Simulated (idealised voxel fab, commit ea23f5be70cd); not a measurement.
Proc. module: voxel ribs on slabs
The width of the displayed cross-section, cut, is 170 nm; its cells are square, with a size of 5 nm.
Cross-section spec: square-cell grid; bands listed top down; each band is one or more rows.
Heads up on the band format: heights come first, top then bottom, in nm. After that it's the materials left to right, each with its width in nm. A single material flagged "throughout" fills the whole band edge to edge, and "air" means there's empty space there.
A quick word on heights: they are counted from 0, and under that level the wafer as it came to us is one material throughout. The lowest band is different from the rest in having no bottom; it simply continues downward, written as in "0 down".
A two-number width, for instance "30->40", indicates that the width is equal to the first number in the top row of the band and to the second number in the bottom row, and that it changes by a constant amount per row of cells.
"no modification", as given for a step, is the statement that not any cell of the cross-section underwent a change during that step.
Voids not open to the top, 8 cells minimum: see "Closed internal cavities". Written width x height at distance; distance is from the left edge; nm.
Read whatever lies past the settings on a step's line as the simulator's own remark about the step.
For masked steps, "overlay nm" on the step line gives how far right of plan the mask actually lay; a minus sign means it lay to the left.
[Steps in the process plan]
| 1 | RECEIVE: material Si |
| 2 | DIRECTIONAL_DEP: material SiO2, thk nm 30 |
| 3 | DIRECTIONAL_DEP: material polySi, thk nm 25 |
| 4 | MASKED_ETCH: tone cover, mask id RIB, width nm 30, etch materials polySi, depth nm 15, overlay nm 0 |
| 5 | DIRECTIONAL_DEP: material aC, thk nm 10 |
| 6 | PATTERN: tone cover, mask id SLAB, material resist, width nm 80, thk nm 25, overlay nm 0 |
| 7 | DIRECTIONAL_ETCH: etch materials aC, depth nm 10 |
| 8 | STRIP: etch materials resist |
| 9 | DIRECTIONAL_ETCH: etch materials polySi, depth nm 10 |
| 10 | STRIP: etch materials aC |
| 11 | FILL_DEP: material SiO2, thk nm 15 |
| 12 | CMP: height nm 65 |
| 13 | DIRECTIONAL_DEP: material TiN, thk nm 10 |
| 14 | PATTERN: tone cover, mask id HEATER, material resist, width nm 40, thk nm 15, overlay nm 0 |
| 15 | DIRECTIONAL_ETCH: etch materials TiN, depth nm 10 |
| 16 | STRIP: etch materials resist |
| 17 | CONFORMAL_DEP: material SiO2, thk nm 10 |
[First of the two wafers, run per plan]
[Cross-section of the wafer upon arrival, representing the state reached after step 1]
> 0 down | Si throughout
> Closed internal cavities: none
[How the wafer stands in section after step 2]
> 30 to 0 | SiO2 throughout
> Note: structure below 0 unchanged.
[How the wafer stands in section after step 3]
> 55 to 30 | polySi throughout
> Note: structure below 30 unchanged.
[How the wafer stands in section after step 4]
> 55 to 40 | air (70), then polySi (30), then air (70)
> Note: structure below 40 unchanged.
[How the wafer stands in section after step 5]
> 65 to 55 | air (70), then aC (30), then air (70)
> 55 to 50 | air (70), then polySi (30), then air (70)
> 50 to 40 | aC (70), then polySi (30), then aC (70)
> Note: structure below 40 unchanged.
[How the wafer stands in section after step 6]
> 90 to 65 | air (45), then resist (80), then air (45)
> 65 to 55 | air (45), then resist (25), then aC (30), then resist (25), then air (45)
> 55 to 50 | air (45), then resist (25), then polySi (30), then resist (25), then air (45)
> Note: structure below 50 unchanged.
[How the wafer stands in section after step 7]
> 80 to 65 | air (45), then resist (80), then air (45)
> 65 to 55 | air (45), then resist (25), then aC (30), then resist (25), then air (45)
> 55 to 50 | air (45), then resist (25), then polySi (30), then resist (25), then air (45)
> 50 to 40 | air (45), then aC (25), then polySi (30), then aC (25), then air (45)
> Note: structure below 40 unchanged.
[How the wafer stands in section after step 8]
> 65 to 55 | air (70), then aC (30), then air (70)
> 55 to 50 | air (70), then polySi (30), then air (70)
> Note: structure below 50 unchanged.
[How the wafer stands in section after step 9]
> 65 to 55 | air (70), then aC (30), then air (70)
> 55 to 50 | air (70), then polySi (30), then air (70)
> 50 to 40 | air (45), then aC (25), then polySi (30), then aC (25), then air (45)
> 40 to 30 | air (45), then polySi (80), then air (45)
> Note: structure below 30 unchanged.
[How the wafer stands in section after step 10]
> 55 to 40 | air (70), then polySi (30), then air (70)
> Note: structure below 40 unchanged.
[How the wafer stands in section after step 11]
> 70 to 55 | SiO2 throughout
> 55 to 40 | SiO2 (70), then polySi (30), then SiO2 (70)
> 40 to 30 | SiO2 (45), then polySi (80), then SiO2 (45)
> Note: structure below 30 unchanged.
[How the wafer stands in section after step 12]
> 65 to 55 | SiO2 throughout
> Note: structure below 55 unchanged.
[How the wafer stands in section after step 13]
> 75 to 65 | TiN throughout
> Note: structure below 65 unchanged.
[How the wafer stands in section after step 14]
> 90 to 75 | air (65), then resist (40), then air (65)
> Note: structure below 75 unchanged.
[How the wafer stands in section after step 15]
> 90 to 75 | air (65), then resist (40), then air (65)
> 75 to 65 | air (65), then TiN (40), then air (65)
> Note: structure below 65 unchanged.
[How the wafer stands in section after step 16]
> 75 to 65 | air (65), then TiN (40), then air (65)
> Note: structure below 65 unchanged.
[How the wafer stands in section after step 17]
> 85 to 75 | air (55), then SiO2 (60), then air (55)
> 75 to 65 | SiO2 (65), then TiN (40), then SiO2 (65)
> Note: structure below 65 unchanged.
[second wafer: like start, like plan, one mistake. Through step 2 it matches the first wafer]
[At the planned end of step 3, the second wafer in cross-section]
> 80 to 30 | polySi throughout
> Note: structure below 30 unchanged.
[At the planned end of step 4, the second wafer in cross-section]
> 80 to 65 | air (70), then polySi (30), then air (70)
> Note: structure below 65 unchanged.
[At the planned end of step 5, the second wafer in cross-section]
> 90 to 80 | air (70), then aC (30), then air (70)
> 80 to 75 | air (70), then polySi (30), then air (70)
> 75 to 65 | aC (70), then polySi (30), then aC (70)
> Note: structure below 65 unchanged.
[At the planned end of step 6, the second wafer in cross-section]
> 115 to 90 | air (45), then resist (80), then air (45)
> 90 to 80 | air (45), then resist (25), then aC (30), then resist (25), then air (45)
> 80 to 75 | air (45), then resist (25), then polySi (30), then resist (25), then air (45)
> Note: structure below 75 unchanged.
[At the planned end of step 7, the second wafer in cross-section]
> 105 to 90 | air (45), then resist (80), then air (45)
> 90 to 80 | air (45), then resist (25), then aC (30), then resist (25), then air (45)
> 80 to 75 | air (45), then resist (25), then polySi (30), then resist (25), then air (45)
> 75 to 65 | air (45), then aC (25), then polySi (30), then aC (25), then air (45)
> Note: structure below 65 unchanged.
[At the planned end of step 8, the second wafer in cross-section]
> 90 to 80 | air (70), then aC (30), then air (70)
> 80 to 75 | air (70), then polySi (30), then air (70)
> Note: structure below 75 unchanged.
[At the planned end of step 9, the second wafer in cross-section]
> 90 to 80 | air (70), then aC (30), then air (70)
> 80 to 75 | air (70), then polySi (30), then air (70)
> 75 to 65 | air (45), then aC (25), then polySi (30), then aC (25), then air (45)
> 65 to 55 | air (45), then polySi (80), then air (45)
> Note: structure below 55 unchanged.
[At the planned end of step 10, the second wafer in cross-section]
> 80 to 65 | air (70), then polySi (30), then air (70)
> Note: structure below 65 unchanged.
[At the planned end of step 11, the second wafer in cross-section]
> 95 to 80 | SiO2 throughout
> 80 to 65 | SiO2 (70), then polySi (30), then SiO2 (70)
> 65 to 55 | SiO2 (45), then polySi (80), then SiO2 (45)
> Note: structure below 55 unchanged.
[At the planned end of step 12, the second wafer in cross-section]
> 65 to 55 | SiO2 (45), then polySi (80), then SiO2 (45)
> Note: structure below 55 unchanged.
[At the planned end of step 13, the second wafer in cross-section]
> 75 to 65 | TiN throughout
> Note: structure below 65 unchanged.
[At the planned end of step 14, the second wafer in cross-section]
> 90 to 75 | air (65), then resist (40), then air (65)
> Note: structure below 75 unchanged.
[At the planned end of step 15, the second wafer in cross-section]
> 90 to 75 | air (65), then resist (40), then air (65)
> 75 to 65 | air (65), then TiN (40), then air (65)
> Note: structure below 65 unchanged.
[At the planned end of step 16, the second wafer in cross-section]
> 75 to 65 | air (65), then TiN (40), then air (65)
> Note: structure below 65 unchanged.
[At the planned end of step 17, the second wafer in cross-section]
> 85 to 75 | air (55), then SiO2 (60), then air (55)
> 75 to 65 | SiO2 (65), then TiN (40), then SiO2 (65)
> Note: structure below 65 unchanged.
Processing error: step 3 of the plan was performed twice
Final difference in cells, second wafer against first, listed per material as more or fewer: -152 SiO2; +152 polySi
